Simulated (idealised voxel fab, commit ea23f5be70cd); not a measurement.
Presented below is a process module, voxel transistor to metal.
FYI the section here is cut, 155 nm wide, cells are 5 nm squares.
Each cross-section below is a grid of square cells, stated as bands in top-down order, with one or more rows of cells making up each band. This entry defines a band. It first specifies the height of the band's top and the height of its bottom in nm, and then specifies the band's materials from left to right, stating each material with its width in nm. The word "all across" identifies a single material that fills the band from edge to edge, while the word "blank" identifies empty space. Heights from 0 (as-received wafer is one material below). Bottom band endless downward, as "0 and below". When a width is written as two numbers, as in "30 to 40", the first number is the width in the top row of cells of the band and the second is the width in its bottom row, and the width changes by the same amount from each row to the next. Given "nothing changed" for a step, no cell of the cross-section differs between before and after that step. Closed empty spaces (no open way to the top) of 8 cells or more are what "Enclosed cavities" lists, each as width x height at distance from the left edge, nm for all three. Heads up: the bit after the settings on a step's line is the simulator's remark on that step. For masked steps, "overlay nm" on the step line gives how far right of plan the mask actually lay; a minus sign means it lay to the left. How should the pairs below be read? Each gives the cross-section before one process step and the cross-section after it, the latter drawn only to the lowest band that changed; the step that lies between them, with its settings, appears under the pair. Does a pair pick up where the pair above left off? Only where its entry headed "State before" says so, since pairs can come from different runs of this module on the same starting wafer.

State before:
> 0 and below = Si all across
> Enclosed cavities: none

Resulting Structure:
> 0 down to -5 = SiO2 all across
> Note: structure below -5 unchanged.
> Enclosed cavities: none
For reference, the processing step occurring between the two cross-sections presented above is as follows: OXIDIZE with depth nm 5

State before: after-step cross-section of the pair just above applies.

Resulting Structure:
> 15 down to 0 = SiN all across
> Note: structure below 0 unchanged.
> Enclosed cavities: none
For reference, the processing step occurring between the two cross-sections presented above is as follows: CONFORMAL_DEP with material SiN, thk nm 15

State before: after-step cross-section of the pair just above applies.

Resulting Structure:
> 15 down to 0 = blank (20), SiN (115), blank (20)
> Note: structure below 0 unchanged.
> Enclosed cavities: none
For reference, the processing step occurring between the two cross-sections presented above is as follows: MASKED_ETCH with tone cover, mask id ACTIVE, width nm 115, etch materials SiN, depth nm 15, overlay nm 0

State before: after-step cross-section of the pair just above applies.

Resulting Structure:
> 15 down to 0 = blank (20), SiN (115), blank (20)
> 0 down to -5 = blank (20), SiO2 (115), blank (20)
> Note: structure below -5 unchanged.
> Enclosed cavities: none
For reference, the processing step occurring between the two cross-sections presented above is as follows: MASKED_ETCH with tone cover, mask id ACTIVE, width nm 115, etch materials SiO2, depth nm 5, overlay nm 0

State before: after-step cross-section of the pair just above applies.

Resulting Structure:
> 15 down to 0 = blank (20), SiN (115), blank (20)
> 0 down to -5 = blank (20), SiO2 (115), blank (20)
> -5 down to -30 = blank (20), Si (115), blank (20)
> Note: structure below -30 unchanged.
> Enclosed cavities: none
For reference, the processing step occurring between the two cross-sections presented above is as follows: MASKED_ETCH with tone cover, mask id ACTIVE, width nm 115, etch materials Si, depth nm 25, overlay nm 0

State before: after-step cross-section of the pair just above applies.

Resulting Structure:
> 30 down to 15 = SiO2 all across
> 15 down to 0 = SiO2 (20), SiN (115), SiO2 (20)
> 0 down to -5 = SiO2 all across
> -5 down to -30 = SiO2 (20), Si (115), SiO2 (20)
> Note: structure below -30 unchanged.
> Enclosed cavities: none
For reference, the processing step occurring between the two cross-sections presented above is as follows: FILL_DEP with material SiO2, thk nm 15

State before: after-step cross-section of the pair just above applies.

Resulting Structure:
> 15 down to 0 = SiO2 (20), SiN (115), SiO2 (20)
> Note: structure below 0 unchanged.
> Enclosed cavities: none
For reference, the processing step occurring between the two cross-sections presented above is as follows: CMP with height nm 15

State before: after-step cross-section of the pair just above applies.

Resulting Structure:
> 15 down to 5 = blank (20), SiN (115), blank (20)
> Note: structure below 5 unchanged.
> Enclosed cavities: none
For reference, the processing step occurring between the two cross-sections presented above is as follows: SELECTIVE_ETCH with etch materials SiO2, depth nm 10

State before: after-step cross-section of the pair just above applies.

Resulting Structure:
> 5 down to 0 = SiO2 (20), blank (115), SiO2 (20)
> Note: structure below 0 unchanged.
> Enclosed cavities: none
For reference, the processing step occurring between the two cross-sections presented above is as follows: STRIP with etch materials SiN

State before: after-step cross-section of the pair just above applies.

Resulting Structure:
> 0 down to -5 = SiO2 (15), blank (125), SiO2 (15)
> Note: structure below -5 unchanged.
> Enclosed cavities: none
For reference, the processing step occurring between the two cross-sections presented above is as follows: SELECTIVE_ETCH with etch materials SiO2, depth nm 5

State before: after-step cross-section of the pair just above applies.

Resulting Structure:
> 0 down to -5 = SiO2 (15), blank (125), SiO2 (15)
> -5 down to -10 = SiO2 all across
> Note: structure below -10 unchanged.
> Enclosed cavities: none
For reference, the processing step occurring between the two cross-sections presented above is as follows: OXIDIZE with depth nm 5

State before: after-step cross-section of the pair just above applies.

Resulting Structure:
> 30 down to 25 = polySi (15), blank (125), polySi (15)
> 25 down to 0 = polySi all across
> 0 down to -5 = SiO2 (15), polySi (125), SiO2 (15)
> Note: structure below -5 unchanged.
> Enclosed cavities: none
For reference, the processing step occurring between the two cross-sections presented above is as follows: DIRECTIONAL_DEP with material polySi, thk nm 30

State before: after-step cross-section of the pair just above applies.

Resulting Structure:
> 40 down to 35 = SiCN (15), blank (125), SiCN (15)
> 35 down to 30 = SiCN all across
> 30 down to 25 = polySi (15), SiCN (125), polySi (15)
> Note: structure below 25 unchanged.
> Enclosed cavities: none
For reference, the processing step occurring between the two cross-sections presented above is as follows: DIRECTIONAL_DEP with material SiCN, thk nm 10

State before: after-step cross-section of the pair just above applies.

Resulting Structure:
> 35 down to 30 = blank (65), SiCN (25), blank (65)
> 30 down to 25 = polySi (15), blank (50), SiCN (25), blank (50), polySi (15)
> Note: structure below 25 unchanged.
> Enclosed cavities: none
For reference, the processing step occurring between the two cross-sections presented above is as follows: MASKED_ETCH with tone cover, mask id GATE, width nm 25, etch materials SiCN, depth nm 20, overlay nm 0

State before: after-step cross-section of the pair just above applies.

Resulting Structure:
> 35 down to 25 = blank (65), SiCN (25), blank (65)
> 25 down to 0 = blank (65), polySi (25), blank (65)
> 0 down to -5 = SiO2 (15), blank (50), polySi (25), blank (50), SiO2 (15)
> Note: structure below -5 unchanged.
> Enclosed cavities: none
For reference, the processing step occurring between the two cross-sections presented above is as follows: MASKED_ETCH with tone cover, mask id GATE, width nm 25, etch materials polySi, depth nm 40, overlay nm 0

State before: after-step cross-section of the pair just above applies.

Resulting Structure:
> 40 down to 35 = blank (60), SiN (35), blank (60)
> 35 down to 25 = blank (60), SiN (5), SiCN (25), SiN (5), blank (60)
> 25 down to 5 = blank (60), SiN (5), polySi (25), SiN (5), blank (60)
> 5 down to 0 = SiN (20), blank (40), SiN (5), polySi (25), SiN (5), blank (40), SiN (20)
> 0 down to -5 = SiO2 (15), SiN (50), polySi (25), SiN (50), SiO2 (15)
> Note: structure below -5 unchanged.
> Enclosed cavities: none
For reference, the processing step occurring between the two cross-sections presented above is as follows: CONFORMAL_DEP with material SiN, thk nm 5

State before: after-step cross-section of the pair just above applies.

Resulting Structure:
> 35 down to 25 = blank (60), SiN (5), SiCN (25), SiN (5), blank (60)
> 25 down to 0 = blank (60), SiN (5), polySi (25), SiN (5), blank (60)
> 0 down to -5 = SiO2 (15), SiN (5), blank (40), SiN (5), polySi (25), SiN (5), blank (40), SiN (5), SiO2 (15)
> Note: structure below -5 unchanged.
> Enclosed cavities: none
For reference, the processing step occurring between the two cross-sections presented above is as follows: DIRECTIONAL_ETCH with etch materials SiN, depth nm 5

State before: after-step cross-section of the pair just above applies.

Resulting Structure:
> 35 down to 25 = blank (60), SiN (5), SiCN (25), SiN (5), blank (60)
> 25 down to 0 = blank (60), SiN (5), polySi (25), SiN (5), blank (60)
> 0 down to -5 = blank (15), SiN (5), blank (40), SiN (5), polySi (25), SiN (5), blank (40), SiN (5), blank (15)
> -5 down to -10 = SiO2 (20), blank (40), SiO2 (35), blank (40), SiO2 (20)
> Note: structure below -10 unchanged.
> Enclosed cavities: none
For reference, the processing step occurring between the two cross-sections presented above is as follows: DIRECTIONAL_ETCH with etch materials SiO2, depth nm 5

State before: after-step cross-section of the pair just above applies.

Resulting Structure:
> 35 down to 25 = blank (60), SiN (5), SiCN (25), SiN (5), blank (60)
> 25 down to 0 = blank (60), SiN (5), polySi (25), SiN (5), blank (60)
> 0 down to -5 = blank (15), SiN (5), blank (40), SiN (5), polySi (25), SiN (5), blank (40), SiN (5), blank (15)
> -5 down to -10 = SiO2 (20), blank (40), SiO2 (35), blank (40), SiO2 (20)
> -10 down to -15 = SiO2 (20), blank (40), Si (35), blank (40), SiO2 (20)
> Note: structure below -15 unchanged.
> Enclosed cavities: none
For reference, the processing step occurring between the two cross-sections presented above is as follows: DIRECTIONAL_ETCH with etch materials Si, depth nm 5

State before: after-step cross-section of the pair just above applies.

Resulting Structure:
> 35 down to 25 = blank (60), SiN (5), SiCN (25), SiN (5), blank (60)
> 25 down to 0 = blank (60), SiN (5), polySi (25), SiN (5), blank (60)
> 0 down to -5 = blank (15), SiN (5), blank (40), SiN (5), polySi (25), SiN (5), blank (40), SiN (5), blank (15)
> -5 down to -10 = SiO2 (20), blank (35), pSi (5), SiO2 (35), pSi (5), blank (35), SiO2 (20)
> -10 down to -15 = SiO2 (20), pSi (40), Si (35), pSi (40), SiO2 (20)
> Note: structure below -15 unchanged.
> Enclosed cavities: none
For reference, the processing step occurring between the two cross-sections presented above is as follows: EPI with material pSi, thk nm 5

State before: after-step cross-section of the pair just above applies.

Resulting Structure:
> 40 down to 35 = SiO2 all across
> 35 down to 25 = SiO2 (60), SiN (5), SiCN (25), SiN (5), SiO2 (60)
> 25 down to 0 = SiO2 (60), SiN (5), polySi (25), SiN (5), SiO2 (60)
> 0 down to -5 = SiO2 (15), SiN (5), SiO2 (40), SiN (5), polySi (25), SiN (5), SiO2 (40), SiN (5), SiO2 (15)
> -5 down to -10 = SiO2 (55), pSi (5), SiO2 (35), pSi (5), SiO2 (55)
> Note: structure below -10 unchanged.
> Enclosed cavities: none
For reference, the processing step occurring between the two cross-sections presented above is as follows: FILL_DEP with material SiO2, thk nm 5

State before: after-step cross-section of the pair just above applies.

Resulting Structure:
> 35 down to 25 = SiO2 (60), SiN (5), SiCN (25), SiN (5), SiO2 (60)
> Note: structure below 25 unchanged.
> Enclosed cavities: none
For reference, the processing step occurring between the two cross-sections presented above is as follows: CMP with height nm 35

State before: after-step cross-section of the pair just above applies.

Resulting Structure:
> 45 down to 35 = SiO2 all across
> Note: structure below 35 unchanged.
> Enclosed cavities: none
For reference, the processing step occurring between the two cross-sections presented above is as follows: DIRECTIONAL_DEP with material SiO2, thk nm 10

State before: after-step cross-section of the pair just above applies.

Resulting Structure:
> 55 down to 45 = aC all across
> Note: structure below 45 unchanged.
> Enclosed cavities: none
For reference, the processing step occurring between the two cross-sections presented above is as follows: DIRECTIONAL_DEP with material aC, thk nm 10

State before: after-step cross-section of the pair just above applies.

Resulting Structure:
> 80 down to 55 = resist (25), blank (20), resist (65), blank (20), resist (25)
> Note: structure below 55 unchanged.
> Enclosed cavities: none
For reference, the processing step occurring between the two cross-sections presented above is as follows: PATTERN with tone open, mask id CONTACT, material resist, width nm 20, pitch nm 85, thk nm 25, overlay nm 0

State before: after-step cross-section of the pair just above applies.

Resulting Structure:
> 70 down to 55 = resist (25), blank (20), resist (65), blank (20), resist (25)
> 55 down to 45 = aC (25), blank (20), aC (65), blank (20), aC (25)
> Note: structure below 45 unchanged.
> Enclosed cavities: none
For reference, the processing step occurring between the two cross-sections presented above is as follows: DIRECTIONAL_ETCH with etch materials aC, depth nm 10

State before: after-step cross-section of the pair just above applies.

Resulting Structure:
> 55 down to 45 = aC (25), blank (20), aC (65), blank (20), aC (25)
> Note: structure below 45 unchanged.
> Enclosed cavities: none
For reference, the processing step occurring between the two cross-sections presented above is as follows: STRIP with etch materials resist

State before: after-step cross-section of the pair just above applies.

Resulting Structure:
> 55 down to 45 = aC (25), blank (20), aC (65), blank (20), aC (25)
> 45 down to 35 = SiO2 (25), blank (20), SiO2 (65), blank (20), SiO2 (25)
> 35 down to 25 = SiO2 (25), blank (20), SiO2 (15), SiN (5), SiCN (25), SiN (5), SiO2 (15), blank (20), SiO2 (25)
> 25 down to 0 = SiO2 (25), blank (20), SiO2 (15), SiN (5), polySi (25), SiN (5), SiO2 (15), blank (20), SiO2 (25)
> 0 down to -5 = SiO2 (15), SiN (5), SiO2 (5), blank (20), SiO2 (15), SiN (5), polySi (25), SiN (5), SiO2 (15), blank (20), SiO2 (5), SiN (5), SiO2 (15)
> -5 down to -10 = SiO2 (25), blank (20), SiO2 (10), pSi (5), SiO2 (35), pSi (5), SiO2 (10), blank (20), SiO2 (25)
> Note: structure below -10 unchanged.
> Enclosed cavities: none
For reference, the processing step occurring between the two cross-sections presented above is as follows: DIRECTIONAL_ETCH with etch materials SiO2, depth nm 55

State before: after-step cross-section of the pair just above applies.

Resulting Structure:
> 45 down to 35 = SiO2 (25), blank (20), SiO2 (65), blank (20), SiO2 (25)
> Note: structure below 35 unchanged.
> Enclosed cavities: none
For reference, the processing step occurring between the two cross-sections presented above is as follows: STRIP with etch materials aC

State before: after-step cross-section of the pair just above applies.

Resulting Structure:
> 50 down to 45 = TiN (30), blank (10), TiN (75), blank (10), TiN (30)
> 45 down to 35 = SiO2 (25), TiN (5), blank (10), TiN (5), SiO2 (65), TiN (5), blank (10), TiN (5), SiO2 (25)
> 35 down to 25 = SiO2 (25), TiN (5), blank (10), TiN (5), SiO2 (15), SiN (5), SiCN (25), SiN (5), SiO2 (15), TiN (5), blank (10), TiN (5), SiO2 (25)
> 25 down to 0 = SiO2 (25), TiN (5), blank (10), TiN (5), SiO2 (15), SiN (5), polySi (25), SiN (5), SiO2 (15), TiN (5), blank (10), TiN (5), SiO2 (25)
> 0 down to -5 = SiO2 (15), SiN (5), SiO2 (5), TiN (5), blank (10), TiN (5), SiO2 (15), SiN (5), polySi (25), SiN (5), SiO2 (15), TiN (5), blank (10), TiN (5), SiO2 (5), SiN (5), SiO2 (15)
> -5 down to -10 = SiO2 (25), TiN (20), SiO2 (10), pSi (5), SiO2 (35), pSi (5), SiO2 (10), TiN (20), SiO2 (25)
> Note: structure below -10 unchanged.
> Enclosed cavities: none
For reference, the processing step occurring between the two cross-sections presented above is as follows: CONFORMAL_DEP with material TiN, thk nm 5

State before: after-step cross-section of the pair just above applies.

Resulting Structure:
> 55 down to 50 = W all across
> 50 down to 45 = TiN (30), W (10), TiN (75), W (10), TiN (30)
> 45 down to 35 = SiO2 (25), TiN (5), W (10), TiN (5), SiO2 (65), TiN (5), W (10), TiN (5), SiO2 (25)
> 35 down to 25 = SiO2 (25), TiN (5), W (10), TiN (5), SiO2 (15), SiN (5), SiCN (25), SiN (5), SiO2 (15), TiN (5), W (10), TiN (5), SiO2 (25)
> 25 down to 0 = SiO2 (25), TiN (5), W (10), TiN (5), SiO2 (15), SiN (5), polySi (25), SiN (5), SiO2 (15), TiN (5), W (10), TiN (5), SiO2 (25)
> 0 down to -5 = SiO2 (15), SiN (5), SiO2 (5), TiN (5), W (10), TiN (5), SiO2 (15), SiN (5), polySi (25), SiN (5), SiO2 (15), TiN (5), W (10), TiN (5), SiO2 (5), SiN (5), SiO2 (15)
> Note: structure below -5 unchanged.
> Enclosed cavities: none
For reference, the processing step occurring between the two cross-sections presented above is as follows: FILL_DEP with material W, thk nm 5

State before: after-step cross-section of the pair just above applies.

Resulting Structure:
> 45 down to 35 = SiO2 (25), TiN (5), W (10), TiN (5), SiO2 (65), TiN (5), W (10), TiN (5), SiO2 (25)
> Note: structure below 35 unchanged.
> Enclosed cavities: none
For reference, the processing step occurring between the two cross-sections presented above is as follows: CMP with height nm 45

State before: after-step cross-section of the pair just above applies.

Resulting Structure:
> 50 down to 45 = TiN all across
> Note: structure below 45 unchanged.
> Enclosed cavities: none
For reference, the processing step occurring between the two cross-sections presented above is as follows: DIRECTIONAL_DEP with material TiN, thk nm 5

State before: after-step cross-section of the pair just above applies.

Resulting Structure:
> 75 down to 50 = Ru all across
> Note: structure below 50 unchanged.
> Enclosed cavities: none
For reference, the processing step occurring between the two cross-sections presented above is as follows: DIRECTIONAL_DEP with material Ru, thk nm 25

State before: after-step cross-section of the pair just above applies.

Resulting Structure:
> 90 down to 75 = blank (25), resist (20), blank (65), resist (20), blank (25)
> Note: structure below 75 unchanged.
> Enclosed cavities: none
For reference, the processing step occurring between the two cross-sections presented above is as follows: PATTERN with tone cover, mask id METAL_1, material resist, width nm 20, pitch nm 85, thk nm 15, overlay nm 0

State before: after-step cross-section of the pair just above applies.

Resulting Structure:
> 90 down to 75 = blank (25), resist (20), blank (65), resist (20), blank (25)
> 75 down to 50 = blank (25), Ru (20), blank (65), Ru (20), blank (25)
> Note: structure below 50 unchanged.
> Enclosed cavities: none
For reference, the processing step occurring between the two cross-sections presented above is as follows: DIRECTIONAL_ETCH with etch materials Ru, depth nm 25

State before: after-step cross-section of the pair just above applies.

Resulting Structure:
> 90 down to 75 = blank (25), resist (20), blank (65), resist (20), blank (25)
> 75 down to 50 = blank (25), Ru (20), blank (65), Ru (20), blank (25)
> 50 down to 45 = blank (25), TiN (20), blank (65), TiN (20), blank (25)
> Note: structure below 45 unchanged.
> Enclosed cavities: none
For reference, the processing step occurring between the two cross-sections presented above is as follows: DIRECTIONAL_ETCH with etch materials TiN, depth nm 5

State before: after-step cross-section of the pair just above applies.

Resulting Structure:
> 75 down to 50 = blank (25), Ru (20), blank (65), Ru (20), blank (25)
> Note: structure below 50 unchanged.
> Enclosed cavities: none
For reference, the processing step occurring between the two cross-sections presented above is as follows: STRIP with etch materials resist

State before: after-step cross-section of the pair just above applies.

Resulting Structure:
> 85 down to 75 = lowk all across
> 75 down to 50 = lowk (25), Ru (20), lowk (65), Ru (20), lowk (25)
> 50 down to 45 = lowk (25), TiN (20), lowk (65), TiN (20), lowk (25)
> Note: structure below 45 unchanged.
> Enclosed cavities: none
For reference, the processing step occurring between the two cross-sections presented above is as follows: FILL_DEP with material lowk, thk nm 10

State before: after-step cross-section of the pair just above applies.

Resulting Structure:
> 75 down to 50 = lowk (25), Ru (20), lowk (65), Ru (20), lowk (25)
> Note: structure below 50 unchanged.
> Enclosed cavities: none
For reference, the processing step occurring between the two cross-sections presented above is as follows: CMP with height nm 75

State before: after-step cross-section of the pair just above applies.

Resulting Structure:
> 80 down to 75 = SiCN all across
> Note: structure below 75 unchanged.
> Enclosed cavities: none
For reference, the processing step occurring between the two cross-sections presented above is as follows: CONFORMAL_DEP with material SiCN, thk nm 5

State before: after-step cross-section of the pair just above applies.

Resulting Structure:
> 105 down to 80 = SiO2 all across
> Note: structure below 80 unchanged.
> Enclosed cavities: none
For reference, the processing step occurring between the two cross-sections presented above is as follows: DIRECTIONAL_DEP with material SiO2, thk nm 25

State before: after-step cross-section of the pair just above applies.

Resulting Structure:
> 105 down to 90 = SiO2 (25), blank (20), SiO2 (65), blank (20), SiO2 (25)
> Note: structure below 90 unchanged.
> Enclosed cavities: none
For reference, the processing step occurring between the two cross-sections presented above is as follows: MASKED_ETCH with tone open, mask id METAL_2, width nm 20, pitch nm 85, etch materials SiO2, depth nm 15, overlay nm 0

State before: after-step cross-section of the pair just above applies.

Resulting Structure:
> 120 down to 105 = resist (25), blank (15), resist (70), blank (15), resist (30)
> 105 down to 90 = SiO2 (25), blank (15), resist (5), SiO2 (65), blank (15), resist (5), SiO2 (25)
> Note: structure below 90 unchanged.
> Enclosed cavities: none
For reference, the processing step occurring between the two cross-sections presented above is as follows: PATTERN with tone open, mask id METAL_2_HOLES, material resist, width nm 15, pitch nm 85, thk nm 15, overlay nm 0

State before: after-step cross-section of the pair just above applies.

Resulting Structure:
> 120 down to 105 = resist (25), blank (15), resist (70), blank (15), resist (30)
> 105 down to 90 = SiO2 (25), blank (15), resist (5), SiO2 (65), blank (15), resist (5), SiO2 (25)
> 90 down to 80 = SiO2 (25), blank (15), SiO2 (70), blank (15), SiO2 (30)
> Note: structure below 80 unchanged.
> Enclosed cavities: none
For reference, the processing step occurring between the two cross-sections presented above is as follows: DIRECTIONAL_ETCH with etch materials SiO2, depth nm 10

State before: after-step cross-section of the pair just above applies.

Resulting Structure:
> 120 down to 105 = resist (25), blank (15), resist (70), blank (15), resist (30)
> 105 down to 90 = SiO2 (25), blank (15), resist (5), SiO2 (65), blank (15), resist (5), SiO2 (25)
> 90 down to 80 = SiO2 (25), blank (15), SiO2 (70), blank (15), SiO2 (30)
> 80 down to 75 = SiCN (25), blank (15), SiCN (70), blank (15), SiCN (30)
> Note: structure below 75 unchanged.
> Enclosed cavities: none
For reference, the processing step occurring between the two cross-sections presented above is as follows: DIRECTIONAL_ETCH with etch materials SiCN, depth nm 5

State before: after-step cross-section of the pair just above applies.

Resulting Structure:
> 105 down to 90 = SiO2 (25), blank (20), SiO2 (65), blank (20), SiO2 (25)
> Note: structure below 90 unchanged.
> Enclosed cavities: none
For reference, the processing step occurring between the two cross-sections presented above is as follows: STRIP with etch materials resist

State before: after-step cross-section of the pair just above applies.

Resulting Structure:
> 110 down to 105 = TiN (30), blank (10), TiN (75), blank (10), TiN (30)
> 105 down to 95 = SiO2 (25), TiN (5), blank (10), TiN (5), SiO2 (65), TiN (5), blank (10), TiN (5), SiO2 (25)
> 95 down to 90 = SiO2 (25), TiN (5), blank (5), TiN (10), SiO2 (65), TiN (5), blank (5), TiN (10), SiO2 (25)
> 90 down to 80 = SiO2 (25), TiN (5), blank (5), TiN (5), SiO2 (70), TiN (5), blank (5), TiN (5), SiO2 (30)
> 80 down to 75 = SiCN (25), TiN (15), SiCN (70), TiN (15), SiCN (30)
> Note: structure below 75 unchanged.
> Enclosed cavities: none
For reference, the processing step occurring between the two cross-sections presented above is as follows: CONFORMAL_DEP with material TiN, thk nm 5

State before: after-step cross-section of the pair just above applies.

Resulting Structure:
> 115 down to 110 = Cu all across
> 110 down to 105 = TiN (30), Cu (10), TiN (75), Cu (10), TiN (30)
> 105 down to 95 = SiO2 (25), TiN (5), Cu (10), TiN (5), SiO2 (65), TiN (5), Cu (10), TiN (5), SiO2 (25)
> 95 down to 90 = SiO2 (25), TiN (5), Cu (5), TiN (10), SiO2 (65), TiN (5), Cu (5), TiN (10), SiO2 (25)
> 90 down to 80 = SiO2 (25), TiN (5), Cu (5), TiN (5), SiO2 (70), TiN (5), Cu (5), TiN (5), SiO2 (30)
> Note: structure below 80 unchanged.
> Enclosed cavities: none
For reference, the processing step occurring between the two cross-sections presented above is as follows: FILL_DEP with material Cu, thk nm 5

State before: after-step cross-section of the pair just above applies.

Resulting Structure:
> 105 down to 95 = SiO2 (25), TiN (5), Cu (10), TiN (5), SiO2 (65), TiN (5), Cu (10), TiN (5), SiO2 (25)
> Note: structure below 95 unchanged.
> Enclosed cavities: none
For reference, the processing step occurring between the two cross-sections presented above is as follows: CMP with height nm 105

State before: after-step cross-section of the pair just above applies.

Resulting Structure:
> 110 down to 105 = SiCN all across
> Note: structure below 105 unchanged.
> Enclosed cavities: none
For reference, the processing step occurring between the two cross-sections presented above is as follows: CONFORMAL_DEP with material SiCN, thk nm 5

State before:
> 30 down to 15 = SiO2 all across
> 15 down to 0 = SiO2 (20), SiN (115), SiO2 (20)
> 0 down to -5 = SiO2 all across
> -5 down to -30 = SiO2 (20), Si (115), SiO2 (20)
> -30 and below = Si all across
> Enclosed cavities: none

Resulting Structure:
> 20 down to 15 = SiO2 all across
> Note: structure below 15 unchanged.
> Enclosed cavities: none
For reference, the processing step occurring between the two cross-sections presented above is as follows: SELECTIVE_ETCH with etch materials SiO2, depth nm 10

State before: after-step cross-section of the pair just above applies.

Resulting Structure:
> 15 down to 0 = SiO2 (20), SiN (115), SiO2 (20)
> Note: structure below 0 unchanged.
> Enclosed cavities: none
For reference, the processing step occurring between the two cross-sections presented above is as follows: SELECTIVE_ETCH with etch materials SiO2, depth nm 5

State before: after-step cross-section of the pair just above applies.

Resulting Structure:
> 45 down to 15 = polySi all across
> Note: structure below 15 unchanged.
> Enclosed cavities: none
For reference, the processing step occurring between the two cross-sections presented above is as follows: DIRECTIONAL_DEP with material polySi, thk nm 30

State before: after-step cross-section of the pair just above applies.

Resulting Structure:
> 55 down to 45 = SiCN all across
> Note: structure below 45 unchanged.
> Enclosed cavities: none
For reference, the processing step occurring between the two cross-sections presented above is as follows: DIRECTIONAL_DEP with material SiCN, thk nm 10

State before: after-step cross-section of the pair just above applies.

Resulting Structure:
> 55 down to 45 = blank (65), SiCN (25), blank (65)
> Note: structure below 45 unchanged.
> Enclosed cavities: none
For reference, the processing step occurring between the two cross-sections presented above is as follows: MASKED_ETCH with tone cover, mask id GATE, width nm 25, etch materials SiCN, depth nm 20, overlay nm 0

State before: after-step cross-section of the pair just above applies.

Resulting Structure:
> 55 down to 45 = blank (65), SiCN (25), blank (65)
> 45 down to 15 = blank (65), polySi (25), blank (65)
> Note: structure below 15 unchanged.
> Enclosed cavities: none
For reference, the processing step occurring between the two cross-sections presented above is as follows: MASKED_ETCH with tone cover, mask id GATE, width nm 25, etch materials polySi, depth nm 40, overlay nm 0

State before: after-step cross-section of the pair just above applies.

Resulting Structure:
> 60 down to 55 = blank (60), SiN (35), blank (60)
> 55 down to 45 = blank (60), SiN (5), SiCN (25), SiN (5), blank (60)
> 45 down to 20 = blank (60), SiN (5), polySi (25), SiN (5), blank (60)
> 20 down to 15 = SiN (65), polySi (25), SiN (65)
> Note: structure below 15 unchanged.
> Enclosed cavities: none
For reference, the processing step occurring between the two cross-sections presented above is as follows: CONFORMAL_DEP with material SiN, thk nm 5

State before: after-step cross-section of the pair just above applies.

Resulting Structure:
> 55 down to 45 = blank (60), SiN (5), SiCN (25), SiN (5), blank (60)
> 45 down to 15 = blank (60), SiN (5), polySi (25), SiN (5), blank (60)
> Note: structure below 15 unchanged.
> Enclosed cavities: none
For reference, the processing step occurring between the two cross-sections presented above is as follows: DIRECTIONAL_ETCH with etch materials SiN, depth nm 5

State before: after-step cross-section of the pair just above applies.

Resulting Structure:
> 55 down to 45 = blank (60), SiN (5), SiCN (25), SiN (5), blank (60)
> 45 down to 15 = blank (60), SiN (5), polySi (25), SiN (5), blank (60)
> 15 down to 10 = blank (20), SiN (115), blank (20)
> Note: structure below 10 unchanged.
> Enclosed cavities: none
For reference, the processing step occurring between the two cross-sections presented above is as follows: DIRECTIONAL_ETCH with etch materials SiO2, depth nm 5

State before: after-step cross-section of the pair just above applies.

Resulting Structure:
> 60 down to 55 = SiO2 all across
> 55 down to 45 = SiO2 (60), SiN (5), SiCN (25), SiN (5), SiO2 (60)
> 45 down to 15 = SiO2 (60), SiN (5), polySi (25), SiN (5), SiO2 (60)
> 15 down to 0 = SiO2 (20), SiN (115), SiO2 (20)
> Note: structure below 0 unchanged.
> Enclosed cavities: none
For reference, the processing step occurring between the two cross-sections presented above is as follows: FILL_DEP with material SiO2, thk nm 5

State before: after-step cross-section of the pair just above applies.

Resulting Structure:
> 35 down to 15 = SiO2 (60), SiN (5), polySi (25), SiN (5), SiO2 (60)
> Note: structure below 15 unchanged.
> Enclosed cavities: none
For reference, the processing step occurring between the two cross-sections presented above is as follows: CMP with height nm 35

State before: after-step cross-section of the pair just above applies.

Resulting Structure:
> 45 down to 35 = SiO2 all across
> Note: structure below 35 unchanged.
> Enclosed cavities: none
For reference, the processing step occurring between the two cross-sections presented above is as follows: DIRECTIONAL_DEP with material SiO2, thk nm 10

State before: after-step cross-section of the pair just above applies.

Resulting Structure:
> 55 down to 45 = aC all across
> Note: structure below 45 unchanged.
> Enclosed cavities: none
For reference, the processing step occurring between the two cross-sections presented above is as follows: DIRECTIONAL_DEP with material aC, thk nm 10

State before: after-step cross-section of the pair just above applies.

Resulting Structure:
> 80 down to 55 = resist (25), blank (20), resist (65), blank (20), resist (25)
> Note: structure below 55 unchanged.
> Enclosed cavities: none
For reference, the processing step occurring between the two cross-sections presented above is as follows: PATTERN with tone open, mask id CONTACT, material resist, width nm 20, pitch nm 85, thk nm 25, overlay nm 0

State before: after-step cross-section of the pair just above applies.

Resulting Structure:
> 70 down to 55 = resist (25), blank (20), resist (65), blank (20), resist (25)
> 55 down to 45 = aC (25), blank (20), aC (65), blank (20), aC (25)
> Note: structure below 45 unchanged.
> Enclosed cavities: none
For reference, the processing step occurring between the two cross-sections presented above is as follows: DIRECTIONAL_ETCH with etch materials aC, depth nm 10

State before: after-step cross-section of the pair just above applies.

Resulting Structure:
> 55 down to 45 = aC (25), blank (20), aC (65), blank (20), aC (25)
> Note: structure below 45 unchanged.
> Enclosed cavities: none
For reference, the processing step occurring between the two cross-sections presented above is as follows: STRIP with etch materials resist

State before: after-step cross-section of the pair just above applies.

Resulting Structure:
> 55 down to 45 = aC (25), blank (20), aC (65), blank (20), aC (25)
> 45 down to 35 = SiO2 (25), blank (20), SiO2 (65), blank (20), SiO2 (25)
> 35 down to 15 = SiO2 (25), blank (20), SiO2 (15), SiN (5), polySi (25), SiN (5), SiO2 (15), blank (20), SiO2 (25)
> Note: structure below 15 unchanged.
> Enclosed cavities: none
For reference, the processing step occurring between the two cross-sections presented above is as follows: DIRECTIONAL_ETCH with etch materials SiO2, depth nm 55

State before: after-step cross-section of the pair just above applies.

Resulting Structure:
> 45 down to 35 = SiO2 (25), blank (20), SiO2 (65), blank (20), SiO2 (25)
> Note: structure below 35 unchanged.
> Enclosed cavities: none
For reference, the processing step occurring between the two cross-sections presented above is as follows: STRIP with etch materials aC

State before: after-step cross-section of the pair just above applies.

Resulting Structure:
> 50 down to 45 = TiN (30), blank (10), TiN (75), blank (10), TiN (30)
> 45 down to 35 = SiO2 (25), TiN (5), blank (10), TiN (5), SiO2 (65), TiN (5), blank (10), TiN (5), SiO2 (25)
> 35 down to 20 = SiO2 (25), TiN (5), blank (10), TiN (5), SiO2 (15), SiN (5), polySi (25), SiN (5), SiO2 (15), TiN (5), blank (10), TiN (5), SiO2 (25)
> 20 down to 15 = SiO2 (25), TiN (20), SiO2 (15), SiN (5), polySi (25), SiN (5), SiO2 (15), TiN (20), SiO2 (25)
> Note: structure below 15 unchanged.
> Enclosed cavities: none
For reference, the processing step occurring between the two cross-sections presented above is as follows: CONFORMAL_DEP with material TiN, thk nm 5
